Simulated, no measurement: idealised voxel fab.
This is a process module. Its name is voxel wiring stack.
Xsec cut, 170 nm wide, square cell size 5 nm.
Reading order for cross-sections: top band down to bottom band. Underlying form: a grid of square cells. Band size: one or more rows of cells. The band entry comprises the height of the band's top followed by the height of its bottom, expressed in nm, and subsequently the band's materials from left to right, each stated together with its width in nm. Where a single material is marked with the word "throughout", that material fills the band from edge to edge. The word "blank" represents empty space. Convention: height 0 is the level below which the wafer, as received, is all one material. The lowest band does not terminate at the bottom but continues downward, represented as "0 -> down". It should be noted that a width expressed as "30..40" varies in equal increments from row to row of cells within the band, taking the value of the first number at the top row and that of the second number at the bottom row. Where the words "no modification" appear for a step, the cross-section shows no cell changed by that step; every cell remained as before. The entry "Listed closed voids" lists the empty spaces that cover at least 8 cells and have no open path to the top. Each is written as width x height at distance, where the distance is measured from the left edge and all three values are in nm. Read whatever lies past the settings on a step's line as the simulator's own remark about the step. overlay nm: on a step with a mask, how far right of its planned place the mask lay; negative means left.
### The steps planned for the process are as follows
1. RECEIVE: material Si
2. CONFORMAL_DEP: material SiO2, thk nm 10
3. CONFORMAL_DEP: material SiN, thk nm 5
4. DIRECTIONAL_DEP: material lowk, thk nm 15
5. PATTERN: tone open, mask id METAL_1, material resist, width nm 20, pitch nm 35, thk nm 20, overlay nm 0
6. DIRECTIONAL_ETCH: etch materials lowk, depth nm 15
7. DIRECTIONAL_ETCH: etch materials SiN, depth nm 5
8. STRIP: etch materials resist
9. CONFORMAL_DEP: material TiN, thk nm 5
10. FILL_DEP: material Ru, thk nm 10
11. CMP: height nm 30
12. EPI: material Ru, thk nm 5
13. FILL_DEP: material SiCN, thk nm 5
14. DIRECTIONAL_DEP: material SiO2, thk nm 10
15. DIRECTIONAL_DEP: material aC, thk nm 15
16. PATTERN: tone open, mask id PLUG_1, material resist, width nm 15, pitch nm 35, thk nm 35, overlay nm 0
17. DIRECTIONAL_ETCH: etch materials aC, depth nm 15
18. STRIP: etch materials resist
19. DIRECTIONAL_ETCH: etch materials SiO2, depth nm 10
20. DIRECTIONAL_ETCH: etch materials SiCN, depth nm 5
21. STRIP: etch materials aC
22. EPI: material Ru, thk nm 10
23. EPI: material Ru, thk nm 5
24. CONFORMAL_DEP: material SiN, thk nm 5
25. DIRECTIONAL_DEP: material lowk, thk nm 15
26. MASKED_ETCH: tone open, mask id METAL_2, width nm 20, pitch nm 35, etch materials lowk, depth nm 15, overlay nm 0
27. MASKED_ETCH: tone open, mask id METAL_2, width nm 20, pitch nm 35, etch materials SiN, depth nm 5, overlay nm 0
28. CONFORMAL_DEP: material TiN, thk nm 5
29. FILL_DEP: material W, thk nm 5
30. CMP: height nm 70
31. EPI: material Ru, thk nm 5
32. FILL_DEP: material SiCN, thk nm 5
33. DIRECTIONAL_DEP: material SiO2, thk nm 30
34. MASKED_ETCH: tone open, mask id METAL_3, width nm 20, pitch nm 35, etch materials SiO2, depth nm 15, overlay nm 0
35. PATTERN: tone open, mask id METAL_3_HOLES, material resist, width nm 15, pitch nm 35, thk nm 15, overlay nm 0
36. DIRECTIONAL_ETCH: etch materials SiO2, depth nm 15
37. DIRECTIONAL_ETCH: etch materials SiCN, depth nm 5
38. STRIP: etch materials resist
39. CONFORMAL_DEP: material TiN, thk nm 5
40. FILL_DEP: material Ru, thk nm 10
41. CMP: height nm 110
42. CONFORMAL_DEP: material SiN, thk nm 5
### Concerning the first of two wafers, which was run in accordance with the plan
### Cross-section: wafer on arrival = after step 1
- 0 -> down  Si throughout
- Listed closed voids: none
### So this is the wafer cross-section right after step 2
- 10 -> 0  SiO2 throughout
- Everything below 0 is unchanged.
### So this is the wafer cross-section right after step 3
- 15 -> 10  SiN throughout
- Everything below 10 is unchanged.
### So this is the wafer cross-section right after step 4
- 30 -> 15  lowk throughout
- Everything below 15 is unchanged.
### So this is the wafer cross-section right after step 5
- 50 -> 30  resist=20; blank=20; resist=15; blank=20; resist=15; blank=20; resist=15; blank=20; resist=25
- Everything below 30 is unchanged.
### So this is the wafer cross-section right after step 6
- 50 -> 30  resist=20; blank=20; resist=15; blank=20; resist=15; blank=20; resist=15; blank=20; resist=25
- 30 -> 15  lowk=20; blank=20; lowk=15; blank=20; lowk=15; blank=20; lowk=15; blank=20; lowk=25
- Everything below 15 is unchanged.
### So this is the wafer cross-section right after step 7
- 50 -> 30  resist=20; blank=20; resist=15; blank=20; resist=15; blank=20; resist=15; blank=20; resist=25
- 30 -> 15  lowk=20; blank=20; lowk=15; blank=20; lowk=15; blank=20; lowk=15; blank=20; lowk=25
- 15 -> 10  SiN=20; blank=20; SiN=15; blank=20; SiN=15; blank=20; SiN=15; blank=20; SiN=25
- Everything below 10 is unchanged.
### So this is the wafer cross-section right after step 8
- 30 -> 15  lowk=20; blank=20; lowk=15; blank=20; lowk=15; blank=20; lowk=15; blank=20; lowk=25
- Everything below 15 is unchanged.
### So this is the wafer cross-section right after step 9
- 35 -> 30  TiN=25; blank=10; TiN=25; blank=10; TiN=25; blank=10; TiN=25; blank=10; TiN=30
- 30 -> 15  lowk=20; TiN=5; blank=10; TiN=5; lowk=15; TiN=5; blank=10; TiN=5; lowk=15; TiN=5; blank=10; TiN=5; lowk=15; TiN=5; blank=10; TiN=5; lowk=25
- 15 -> 10  SiN=20; TiN=20; SiN=15; TiN=20; SiN=15; TiN=20; SiN=15; TiN=20; SiN=25
- Everything below 10 is unchanged.
### So this is the wafer cross-section right after step 10
- 45 -> 35  Ru throughout
- 35 -> 30  TiN=25; Ru=10; TiN=25; Ru=10; TiN=25; Ru=10; TiN=25; Ru=10; TiN=30
- 30 -> 15  lowk=20; TiN=5; Ru=10; TiN=5; lowk=15; TiN=5; Ru=10; TiN=5; lowk=15; TiN=5; Ru=10; TiN=5; lowk=15; TiN=5; Ru=10; TiN=5; lowk=25
- Everything below 15 is unchanged.
### So this is the wafer cross-section right after step 11
- 30 -> 15  lowk=20; TiN=5; Ru=10; TiN=5; lowk=15; TiN=5; Ru=10; TiN=5; lowk=15; TiN=5; Ru=10; TiN=5; lowk=15; TiN=5; Ru=10; TiN=5; lowk=25
- Everything below 15 is unchanged.
### So this is the wafer cross-section right after step 12
- 35 -> 30  blank=15; Ru=30; blank=5; Ru=30; blank=5; Ru=30; blank=5; Ru=30; blank=20
- Everything below 30 is unchanged.
### So this is the wafer cross-section right after step 13
- 40 -> 35  SiCN throughout
- 35 -> 30  SiCN=15; Ru=30; SiCN=5; Ru=30; SiCN=5; Ru=30; SiCN=5; Ru=30; SiCN=20
- Everything below 30 is unchanged.
### So this is the wafer cross-section right after step 14
- 50 -> 40  SiO2 throughout
- Everything below 40 is unchanged.
### So this is the wafer cross-section right after step 15
- 65 -> 50  aC throughout
- Everything below 50 is unchanged.
### So this is the wafer cross-section right after step 16
- 100 -> 65  resist=20; blank=15; resist=20; blank=15; resist=20; blank=15; resist=20; blank=15; resist=30
- Everything below 65 is unchanged.
### So this is the wafer cross-section right after step 17
- 85 -> 65  resist=20; blank=15; resist=20; blank=15; resist=20; blank=15; resist=20; blank=15; resist=30
- 65 -> 50  aC=20; blank=15; aC=20; blank=15; aC=20; blank=15; aC=20; blank=15; aC=30
- Everything below 50 is unchanged.
### So this is the wafer cross-section right after step 18
- 65 -> 50  aC=20; blank=15; aC=20; blank=15; aC=20; blank=15; aC=20; blank=15; aC=30
- Everything below 50 is unchanged.
### So this is the wafer cross-section right after step 19
- 65 -> 50  aC=20; blank=15; aC=20; blank=15; aC=20; blank=15; aC=20; blank=15; aC=30
- 50 -> 40  SiO2=20; blank=15; SiO2=20; blank=15; SiO2=20; blank=15; SiO2=20; blank=15; SiO2=30
- Everything below 40 is unchanged.
### So this is the wafer cross-section right after step 20
- 65 -> 50  aC=20; blank=15; aC=20; blank=15; aC=20; blank=15; aC=20; blank=15; aC=30
- 50 -> 40  SiO2=20; blank=15; SiO2=20; blank=15; SiO2=20; blank=15; SiO2=20; blank=15; SiO2=30
- 40 -> 35  SiCN=20; blank=15; SiCN=20; blank=15; SiCN=20; blank=15; SiCN=20; blank=15; SiCN=30
- Everything below 35 is unchanged.
### So this is the wafer cross-section right after step 21
- 50 -> 40  SiO2=20; blank=15; SiO2=20; blank=15; SiO2=20; blank=15; SiO2=20; blank=15; SiO2=30
- Everything below 40 is unchanged.
### So this is the wafer cross-section right after step 22
- 50 -> 45  SiO2=20; blank=15; SiO2=20; blank=15; SiO2=20; blank=15; SiO2=20; blank=15; SiO2=30
- 45 -> 40  SiO2=20; Ru=15; SiO2=20; Ru=15; SiO2=20; Ru=15; SiO2=20; Ru=15; SiO2=30
- 40 -> 30  SiCN=20..15; Ru=15..30; SiCN=20..5; Ru=15..30; SiCN=20..5; Ru=15..30; SiCN=20..5; Ru=15..30; SiCN=30..20
- Everything below 30 is unchanged.
### So this is the wafer cross-section right after step 23
- 50 -> 40  SiO2=20; Ru=15; SiO2=20; Ru=15; SiO2=20; Ru=15; SiO2=20; Ru=15; SiO2=30
- Everything below 40 is unchanged.
### So this is the wafer cross-section right after step 24
- 55 -> 50  SiN throughout
- Everything below 50 is unchanged.
### So this is the wafer cross-section right after step 25
- 70 -> 55  lowk throughout
- Everything below 55 is unchanged.
### So this is the wafer cross-section right after step 26
- 70 -> 55  lowk=20; blank=20; lowk=15; blank=20; lowk=15; blank=20; lowk=15; blank=20; lowk=25
- Everything below 55 is unchanged.
### So this is the wafer cross-section right after step 27
- 70 -> 55  lowk=20; blank=20; lowk=15; blank=20; lowk=15; blank=20; lowk=15; blank=20; lowk=25
- 55 -> 50  SiN=20; blank=20; SiN=15; blank=20; SiN=15; blank=20; SiN=15; blank=20; SiN=25
- Everything below 50 is unchanged.
### So this is the wafer cross-section right after step 28
- 75 -> 70  TiN=25; blank=10; TiN=25; blank=10; TiN=25; blank=10; TiN=25; blank=10; TiN=30
- 70 -> 55  lowk=20; TiN=5; blank=10; TiN=5; lowk=15; TiN=5; blank=10; TiN=5; lowk=15; TiN=5; blank=10; TiN=5; lowk=15; TiN=5; blank=10; TiN=5; lowk=25
- 55 -> 50  SiN=20; TiN=20; SiN=15; TiN=20; SiN=15; TiN=20; SiN=15; TiN=20; SiN=25
- Everything below 50 is unchanged.
### So this is the wafer cross-section right after step 29
- 80 -> 75  W throughout
- 75 -> 70  TiN=25; W=10; TiN=25; W=10; TiN=25; W=10; TiN=25; W=10; TiN=30
- 70 -> 55  lowk=20; TiN=5; W=10; TiN=5; lowk=15; TiN=5; W=10; TiN=5; lowk=15; TiN=5; W=10; TiN=5; lowk=15; TiN=5; W=10; TiN=5; lowk=25
- Everything below 55 is unchanged.
### So this is the wafer cross-section right after step 30
- 70 -> 55  lowk=20; TiN=5; W=10; TiN=5; lowk=15; TiN=5; W=10; TiN=5; lowk=15; TiN=5; W=10; TiN=5; lowk=15; TiN=5; W=10; TiN=5; lowk=25
- Everything below 55 is unchanged.
### So this is the wafer cross-section right after step 31
- 75 -> 70  blank=15; Ru=30; blank=5; Ru=30; blank=5; Ru=30; blank=5; Ru=30; blank=20
- Everything below 70 is unchanged.
### So this is the wafer cross-section right after step 32
- 80 -> 75  SiCN throughout
- 75 -> 70  SiCN=15; Ru=30; SiCN=5; Ru=30; SiCN=5; Ru=30; SiCN=5; Ru=30; SiCN=20
- Everything below 70 is unchanged.
### So this is the wafer cross-section right after step 33
- 110 -> 80  SiO2 throughout
- Everything below 80 is unchanged.
### So this is the wafer cross-section right after step 34
- 110 -> 95  SiO2=20; blank=20; SiO2=15; blank=20; SiO2=15; blank=20; SiO2=15; blank=20; SiO2=25
- Everything below 95 is unchanged.
### So this is the wafer cross-section right after step 35
- 125 -> 110  resist=20; blank=15; resist=20; blank=15; resist=20; blank=15; resist=20; blank=15; resist=30
- 110 -> 95  SiO2=20; blank=15; resist=5; SiO2=15; blank=15; resist=5; SiO2=15; blank=15; resist=5; SiO2=15; blank=15; resist=5; SiO2=25
- Everything below 95 is unchanged.
### So this is the wafer cross-section right after step 36
- 125 -> 110  resist=20; blank=15; resist=20; blank=15; resist=20; blank=15; resist=20; blank=15; resist=30
- 110 -> 95  SiO2=20; blank=15; resist=5; SiO2=15; blank=15; resist=5; SiO2=15; blank=15; resist=5; SiO2=15; blank=15; resist=5; SiO2=25
- 95 -> 80  SiO2=20; blank=15; SiO2=20; blank=15; SiO2=20; blank=15; SiO2=20; blank=15; SiO2=30
- Everything below 80 is unchanged.
### So this is the wafer cross-section right after step 37
- 125 -> 110  resist=20; blank=15; resist=20; blank=15; resist=20; blank=15; resist=20; blank=15; resist=30
- 110 -> 95  SiO2=20; blank=15; resist=5; SiO2=15; blank=15; resist=5; SiO2=15; blank=15; resist=5; SiO2=15; blank=15; resist=5; SiO2=25
- 95 -> 80  SiO2=20; blank=15; SiO2=20; blank=15; SiO2=20; blank=15; SiO2=20; blank=15; SiO2=30
- 80 -> 75  SiCN=20; blank=15; SiCN=20; blank=15; SiCN=20; blank=15; SiCN=20; blank=15; SiCN=30
- Everything below 75 is unchanged.
### So this is the wafer cross-section right after step 38
- 110 -> 95  SiO2=20; blank=20; SiO2=15; blank=20; SiO2=15; blank=20; SiO2=15; blank=20; SiO2=25
- Everything below 95 is unchanged.
### So this is the wafer cross-section right after step 39
- 115 -> 110  TiN=25; blank=10; TiN=25; blank=10; TiN=25; blank=10; TiN=25; blank=10; TiN=30
- 110 -> 100  SiO2=20; TiN=5; blank=10; TiN=5; SiO2=15; TiN=5; blank=10; TiN=5; SiO2=15; TiN=5; blank=10; TiN=5; SiO2=15; TiN=5; blank=10; TiN=5; SiO2=25
- 100 -> 95  SiO2=20; TiN=5; blank=5; TiN=10; SiO2=15; TiN=5; blank=5; TiN=10; SiO2=15; TiN=5; blank=5; TiN=10; SiO2=15; TiN=5; blank=5; TiN=10; SiO2=25
- 95 -> 80  SiO2=20; TiN=5; blank=5; TiN=5; SiO2=20; TiN=5; blank=5; TiN=5; SiO2=20; TiN=5; blank=5; TiN=5; SiO2=20; TiN=5; blank=5; TiN=5; SiO2=30
- 80 -> 75  SiCN=20; TiN=15; SiCN=20; TiN=15; SiCN=20; TiN=15; SiCN=20; TiN=15; SiCN=30
- Everything below 75 is unchanged.
### So this is the wafer cross-section right after step 40
- 125 -> 115  Ru throughout
- 115 -> 110  TiN=25; Ru=10; TiN=25; Ru=10; TiN=25; Ru=10; TiN=25; Ru=10; TiN=30
- 110 -> 100  SiO2=20; TiN=5; Ru=10; TiN=5; SiO2=15; TiN=5; Ru=10; TiN=5; SiO2=15; TiN=5; Ru=10; TiN=5; SiO2=15; TiN=5; Ru=10; TiN=5; SiO2=25
- 100 -> 95  SiO2=20; TiN=5; Ru=5; TiN=10; SiO2=15; TiN=5; Ru=5; TiN=10; SiO2=15; TiN=5; Ru=5; TiN=10; SiO2=15; TiN=5; Ru=5; TiN=10; SiO2=25
- 95 -> 80  SiO2=20; TiN=5; Ru=5; TiN=5; SiO2=20; TiN=5; Ru=5; TiN=5; SiO2=20; TiN=5; Ru=5; TiN=5; SiO2=20; TiN=5; Ru=5; TiN=5; SiO2=30
- Everything below 80 is unchanged.
### So this is the wafer cross-section right after step 41
- 110 -> 100  SiO2=20; TiN=5; Ru=10; TiN=5; SiO2=15; TiN=5; Ru=10; TiN=5; SiO2=15; TiN=5; Ru=10; TiN=5; SiO2=15; TiN=5; Ru=10; TiN=5; SiO2=25
- Everything below 100 is unchanged.
### So this is the wafer cross-section right after step 42
- 115 -> 110  SiN throughout
- Everything below 110 is unchanged.
### Okay, second wafer. Nothing different at the start, nothing different in the plan, just one mistake somewhere in the running. As far as step 25, counting that step, it's the first wafer all over again
### Second wafer at the planned finish of step 26, seen in cross-section
- 70 -> 55  lowk=30; blank=20; lowk=15; blank=20; lowk=15; blank=20; lowk=15; blank=20; lowk=15
- Everything below 55 is unchanged.
### Second wafer at the planned finish of step 27, seen in cross-section
- 70 -> 55  lowk=30; blank=20; lowk=15; blank=20; lowk=15; blank=20; lowk=15; blank=20; lowk=15
- 55 -> 50  SiN=30; blank=10; SiN=25; blank=10; SiN=25; blank=10; SiN=25; blank=10; SiN=25
- Everything below 50 is unchanged.
### Second wafer at the planned finish of step 28, seen in cross-section
- 75 -> 70  TiN=35; blank=10; TiN=25; blank=10; TiN=25; blank=10; TiN=25; blank=10; TiN=20
- 70 -> 60  lowk=30; TiN=5; blank=10; TiN=5; lowk=15; TiN=5; blank=10; TiN=5; lowk=15; TiN=5; blank=10; TiN=5; lowk=15; TiN=5; blank=10; TiN=5; lowk=15
- 60 -> 55  lowk=30; TiN=20; lowk=15; TiN=20; lowk=15; TiN=20; lowk=15; TiN=20; lowk=15
- 55 -> 50  SiN=30; TiN=10; SiN=25; TiN=10; SiN=25; TiN=10; SiN=25; TiN=10; SiN=25
- Everything below 50 is unchanged.
### Second wafer at the planned finish of step 29, seen in cross-section
- 80 -> 75  W throughout
- 75 -> 70  TiN=35; W=10; TiN=25; W=10; TiN=25; W=10; TiN=25; W=10; TiN=20
- 70 -> 60  lowk=30; TiN=5; W=10; TiN=5; lowk=15; TiN=5; W=10; TiN=5; lowk=15; TiN=5; W=10; TiN=5; lowk=15; TiN=5; W=10; TiN=5; lowk=15
- Everything below 60 is unchanged.
### Second wafer at the planned finish of step 30, seen in cross-section
- 70 -> 60  lowk=30; TiN=5; W=10; TiN=5; lowk=15; TiN=5; W=10; TiN=5; lowk=15; TiN=5; W=10; TiN=5; lowk=15; TiN=5; W=10; TiN=5; lowk=15
- Everything below 60 is unchanged.
### Second wafer at the planned finish of step 31, seen in cross-section
- 75 -> 70  blank=25; Ru=30; blank=5; Ru=30; blank=5; Ru=30; blank=5; Ru=30; blank=10
- Everything below 70 is unchanged.
### Second wafer at the planned finish of step 32, seen in cross-section
- 80 -> 75  SiCN throughout
- 75 -> 70  SiCN=25; Ru=30; SiCN=5; Ru=30; SiCN=5; Ru=30; SiCN=5; Ru=30; SiCN=10
- Everything below 70 is unchanged.
### Second wafer at the planned finish of step 33, seen in cross-section
- 110 -> 80  SiO2 throughout
- Everything below 80 is unchanged.
### Second wafer at the planned finish of step 34, seen in cross-section
- 110 -> 95  SiO2=20; blank=20; SiO2=15; blank=20; SiO2=15; blank=20; SiO2=15; blank=20; SiO2=25
- Everything below 95 is unchanged.
### Second wafer at the planned finish of step 35, seen in cross-section
- 125 -> 110  resist=20; blank=15; resist=20; blank=15; resist=20; blank=15; resist=20; blank=15; resist=30
- 110 -> 95  SiO2=20; blank=15; resist=5; SiO2=15; blank=15; resist=5; SiO2=15; blank=15; resist=5; SiO2=15; blank=15; resist=5; SiO2=25
- Everything below 95 is unchanged.
### Second wafer at the planned finish of step 36, seen in cross-section
- 125 -> 110  resist=20; blank=15; resist=20; blank=15; resist=20; blank=15; resist=20; blank=15; resist=30
- 110 -> 95  SiO2=20; blank=15; resist=5; SiO2=15; blank=15; resist=5; SiO2=15; blank=15; resist=5; SiO2=15; blank=15; resist=5; SiO2=25
- 95 -> 80  SiO2=20; blank=15; SiO2=20; blank=15; SiO2=20; blank=15; SiO2=20; blank=15; SiO2=30
- Everything below 80 is unchanged.
### Second wafer at the planned finish of step 37, seen in cross-section
- 125 -> 110  resist=20; blank=15; resist=20; blank=15; resist=20; blank=15; resist=20; blank=15; resist=30
- 110 -> 95  SiO2=20; blank=15; resist=5; SiO2=15; blank=15; resist=5; SiO2=15; blank=15; resist=5; SiO2=15; blank=15; resist=5; SiO2=25
- 95 -> 80  SiO2=20; blank=15; SiO2=20; blank=15; SiO2=20; blank=15; SiO2=20; blank=15; SiO2=30
- 80 -> 75  SiCN=20; blank=15; SiCN=20; blank=15; SiCN=20; blank=15; SiCN=20; blank=15; SiCN=30
- Everything below 75 is unchanged.
### Second wafer at the planned finish of step 38, seen in cross-section
- 110 -> 95  SiO2=20; blank=20; SiO2=15; blank=20; SiO2=15; blank=20; SiO2=15; blank=20; SiO2=25
- Everything below 95 is unchanged.
### Second wafer at the planned finish of step 39, seen in cross-section
- 115 -> 110  TiN=25; blank=10; TiN=25; blank=10; TiN=25; blank=10; TiN=25; blank=10; TiN=30
- 110 -> 100  SiO2=20; TiN=5; blank=10; TiN=5; SiO2=15; TiN=5; blank=10; TiN=5; SiO2=15; TiN=5; blank=10; TiN=5; SiO2=15; TiN=5; blank=10; TiN=5; SiO2=25
- 100 -> 95  SiO2=20; TiN=5; blank=5; TiN=10; SiO2=15; TiN=5; blank=5; TiN=10; SiO2=15; TiN=5; blank=5; TiN=10; SiO2=15; TiN=5; blank=5; TiN=10; SiO2=25
- 95 -> 80  SiO2=20; TiN=5; blank=5; TiN=5; SiO2=20; TiN=5; blank=5; TiN=5; SiO2=20; TiN=5; blank=5; TiN=5; SiO2=20; TiN=5; blank=5; TiN=5; SiO2=30
- 80 -> 75  SiCN=20; TiN=15; SiCN=20; TiN=15; SiCN=20; TiN=15; SiCN=20; TiN=15; SiCN=30
- Everything below 75 is unchanged.
### Second wafer at the planned finish of step 40, seen in cross-section
- 125 -> 115  Ru throughout
- 115 -> 110  TiN=25; Ru=10; TiN=25; Ru=10; TiN=25; Ru=10; TiN=25; Ru=10; TiN=30
- 110 -> 100  SiO2=20; TiN=5; Ru=10; TiN=5; SiO2=15; TiN=5; Ru=10; TiN=5; SiO2=15; TiN=5; Ru=10; TiN=5; SiO2=15; TiN=5; Ru=10; TiN=5; SiO2=25
- 100 -> 95  SiO2=20; TiN=5; Ru=5; TiN=10; SiO2=15; TiN=5; Ru=5; TiN=10; SiO2=15; TiN=5; Ru=5; TiN=10; SiO2=15; TiN=5; Ru=5; TiN=10; SiO2=25
- 95 -> 80  SiO2=20; TiN=5; Ru=5; TiN=5; SiO2=20; TiN=5; Ru=5; TiN=5; SiO2=20; TiN=5; Ru=5; TiN=5; SiO2=20; TiN=5; Ru=5; TiN=5; SiO2=30
- Everything below 80 is unchanged.
### Second wafer at the planned finish of step 41, seen in cross-section
- 110 -> 100  SiO2=20; TiN=5; Ru=10; TiN=5; SiO2=15; TiN=5; Ru=10; TiN=5; SiO2=15; TiN=5; Ru=10; TiN=5; SiO2=15; TiN=5; Ru=10; TiN=5; SiO2=25
- Everything below 100 is unchanged.
### Second wafer at the planned finish of step 42, seen in cross-section
- 115 -> 110  SiN throughout
- Everything below 110 is unchanged.
Where did the run depart from the plan? not per plan at step 26, really ran MASKED_ETCH: tone open, mask id METAL_2, width nm 20, pitch nm 35, etch materials lowk, depth nm 15, overlay nm 10
Counted in cells at the end, the second wafer holds more or fewer of these materials than the first: SiN +8; W -8
